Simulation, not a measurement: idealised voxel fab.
Herein follows the process module entitled voxel wiring stack.
Shown is cross-section cut, with a width of 270 nm and square cells of size 5 nm.
In this document a cross-section is written as a grid of square cells. It is given as a series of bands, listed from the top down, and a band is one or more rows of cells.
A band entry consists of two parts. The first gives the height of the band's top and the height of its bottom, in nm. The rest lists the band's materials from left to right, each with its width in nm. A single material labelled with the word "everywhere" fills the band from edge to edge, and the word "air" marks empty space.
Height datum 0, below which the as-received substrate wafer is one material. Lowest band open at the bottom, running downward: "0 -> down".
So if you see something like "30 to 40" for the width, read it as the top row of the band sitting at the first number and the bottom row at the second, with every row in between moving by the same amount as the last.
A step reported as "changes: none" is a step in which no cell of the cross-section changed.
You'll see "Enclosed cavity list" listing empty spaces that have no way open to the top, as long as they're 8 cells or more; the notation is width x height at distance, where the distance is from the left edge, and all of it is in nm.
The remark found on a step's line after its settings is issued by the simulator itself and pertains to that step.
Regarding "overlay nm": on a step with a mask, it is the distance the mask lay to the right of its planned place; a negative value places it to the left.
**Steps in the process plan**
- 1: op RECEIVE | material Si
- 2: op CONFORMAL_DEP | material SiO2 | thk nm 15
- 3: op CONFORMAL_DEP | material SiN | thk nm 5
- 4: op DIRECTIONAL_DEP | material SiO2 | thk nm 20
- 5: op DIRECTIONAL_DEP | material aC | thk nm 10
- 6: op PATTERN | tone open | mask id METAL_1 | material resist | width nm 30 | pitch nm 55 | thk nm 30 | overlay nm 0
- 7: op DIRECTIONAL_ETCH | etch materials aC | depth nm 10
- 8: op STRIP | etch materials resist
- 9: op DIRECTIONAL_ETCH | etch materials SiO2 | depth nm 20
- 10: op DIRECTIONAL_ETCH | etch materials SiN | depth nm 5
- 11: op STRIP | etch materials aC
- 12: op CONFORMAL_DEP | material TiN | thk nm 5
- 13: op FILL_DEP | material Cu | thk nm 10
- 14: op CMP | height nm 40
- 15: op CONFORMAL_DEP | material SiCN | thk nm 5
- 16: op DIRECTIONAL_DEP | material lowk | thk nm 25
- 17: op PATTERN | tone open | mask id METAL_2 | material resist | width nm 30 | pitch nm 55 | thk nm 15 | overlay nm 0
- 18: op DIRECTIONAL_ETCH | etch materials lowk | depth nm 15
- 19: op STRIP | etch materials resist
- 20: op PATTERN | tone open | mask id METAL_2_HOLES | material resist | width nm 15 | pitch nm 110 | thk nm 15 | overlay nm 0
- 21: op DIRECTIONAL_ETCH | etch materials lowk | depth nm 10
- 22: op DIRECTIONAL_ETCH | etch materials SiCN | depth nm 5
- 23: op STRIP | etch materials resist
- 24: op CONFORMAL_DEP | material TiN | thk nm 5
- 25: op FILL_DEP | material Ru | thk nm 10
- 26: op CMP | height nm 70
- 27: op CONFORMAL_DEP | material SiN | thk nm 5
**As-received wafer cross-section (after step 1)**
  0 -> down = Si everywhere
  Enclosed cavity list: none
**Cross-sectional result after module completion. Note: starting condition and plan are unchanged from above; one processing mistake was made**
  90 -> 85 = SiN everywhere
  85 -> 75 = Ru everywhere
  75 -> 70 = 70 nm TiN, 20 nm Ru, 35 nm TiN, 20 nm Ru, 35 nm TiN, 20 nm Ru, 70 nm TiN
  70 -> 60 = 65 nm lowk, 5 nm TiN, 20 nm Ru, 5 nm TiN, 25 nm lowk, 5 nm TiN, 20 nm Ru, 5 nm TiN, 25 nm lowk, 5 nm TiN, 20 nm Ru, 5 nm TiN, 65 nm lowk
  60 -> 55 = 65 nm lowk, 5 nm TiN, 5 nm Ru, 20 nm TiN, 25 nm lowk, 30 nm TiN, 25 nm lowk, 5 nm TiN, 5 nm Ru, 20 nm TiN, 65 nm lowk
  55 -> 45 = 65 nm lowk, 5 nm TiN, 5 nm Ru, 5 nm TiN, 95 nm lowk, 5 nm TiN, 5 nm Ru, 5 nm TiN, 80 nm lowk
  45 -> 40 = 65 nm SiCN, 15 nm TiN, 95 nm SiCN, 15 nm TiN, 80 nm SiCN
  40 -> 20 = 65 nm SiO2, 5 nm TiN, 20 nm Cu, 5 nm TiN, 25 nm SiO2, 5 nm TiN, 20 nm Cu, 5 nm TiN, 25 nm SiO2, 5 nm TiN, 20 nm Cu, 5 nm TiN, 65 nm SiO2
  20 -> 15 = 65 nm SiN, 30 nm TiN, 25 nm SiN, 30 nm TiN, 25 nm SiN, 30 nm TiN, 65 nm SiN
  15 -> 0 = SiO2 everywhere
  0 -> down = Si everywhere
  Enclosed cavity list: none
Nonconformance to the process plan: plan step 26 was not performed, having been skipped
